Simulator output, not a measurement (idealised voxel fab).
The following is a process module called voxel air gaps.
Square cells of 5 nm make up the cross-section cut, whose width is 285 nm.
Just so we're on the same page, the cross-sections are grids of square cells, and they're listed out in bands top to bottom, each band one or more rows deep. The entry gives the band's vertical extent as a top height and a bottom height in nm, then its horizontal make-up as materials from left to right, each with a width in nm. "empty" stands for empty space; a single material marked "throughout" fills the band edge to edge. Heights are expressed relative to 0, this being the level below which the as-received wafer comprises one material exclusively. The lowest band is unbounded in the downward direction and is denoted as in "from 0 down". Width "30 to 40": first value at the band's top row of cells, second value at its bottom row, equal change from row to row. Basically "remains unaltered" means that step didn't change any cell in the cross-section. You'll see "Closed void catalog" listing empty spaces that have no way open to the top, as long as they're 8 cells or more; the notation is width x height at distance, where the distance is from the left edge, and all of it is in nm. On a step's line, text after the settings is the simulator commenting on that step. What "overlay nm" on a step's line means: if the step has a mask, that mask lay this far to the right of its planned place, or, when the value is negative, to the left.

LISTED BELOW ARE THE PROCESS STEPS AS PLANNED
| 1 | RECEIVE: material Si |
| 2 | CONFORMAL_DEP: material SiO2, thk nm 10 |
| 3 | CONFORMAL_DEP: material SiN, thk nm 5 |
| 4 | DIRECTIONAL_DEP: material lowk, thk nm 40 |
| 5 | DIRECTIONAL_DEP: material aC, thk nm 10 |
| 6 | PATTERN: tone open, mask id LINES, material resist, width nm 15, pitch nm 40, thk nm 25, overlay nm 0 |
| 7 | DIRECTIONAL_ETCH: etch materials aC, depth nm 10 |
| 8 | STRIP: etch materials resist |
| 9 | DIRECTIONAL_ETCH: etch materials lowk, depth nm 40 |
| 10 | STRIP: etch materials aC |
| 11 | CONFORMAL_DEP: material TiN, thk nm 5 |
| 12 | FILL_DEP: material Ru, thk nm 10 |
| 13 | CMP: height nm 55 |
| 14 | EPI: material Ru, thk nm 10 |
| 15 | SELECTIVE_ETCH: etch materials lowk, depth nm 50 |
| 16 | CONFORMAL_DEP: material SiN, thk nm 5 |

SHOWN IN CROSS-SECTION IS THE WAFER AS RECEIVED, THAT IS, AS IT STANDS AFTER STEP 1
    from 0 down = Si throughout
    Closed void catalog: none

CROSS-SECTIONAL RESULT AFTER MODULE COMPLETION. NOTE: STARTING CONDITION AND PLAN ARE UNCHANGED FROM ABOVE; ONE PROCESSING MISTAKE WAS MADE
    from 80 to 75 = SiN throughout
    from 75 to 60 = Ru throughout
    from 60 to 55 = 80 of TiN | 5 of Ru | 35 of TiN | 5 of Ru | 35 of TiN | 5 of Ru | 35 of TiN | 5 of Ru | 80 of TiN
    from 55 to 20 = 75 of lowk | 5 of TiN | 5 of Ru | 5 of TiN | 25 of lowk | 5 of TiN | 5 of Ru | 5 of TiN | 25 of lowk | 5 of TiN | 5 of Ru | 5 of TiN | 25 of lowk | 5 of TiN | 5 of Ru | 5 of TiN | 75 of lowk
    from 20 to 15 = 75 of lowk | 15 of TiN | 25 of lowk | 15 of TiN | 25 of lowk | 15 of TiN | 25 of lowk | 15 of TiN | 75 of lowk
    from 15 to 10 = SiN throughout
    from 10 to 0 = SiO2 throughout
    from 0 down = Si throughout
    Closed void catalog: none
Deviation noted in wafer processing: step 13 did not happen as planned, as run it was CMP: height nm 65
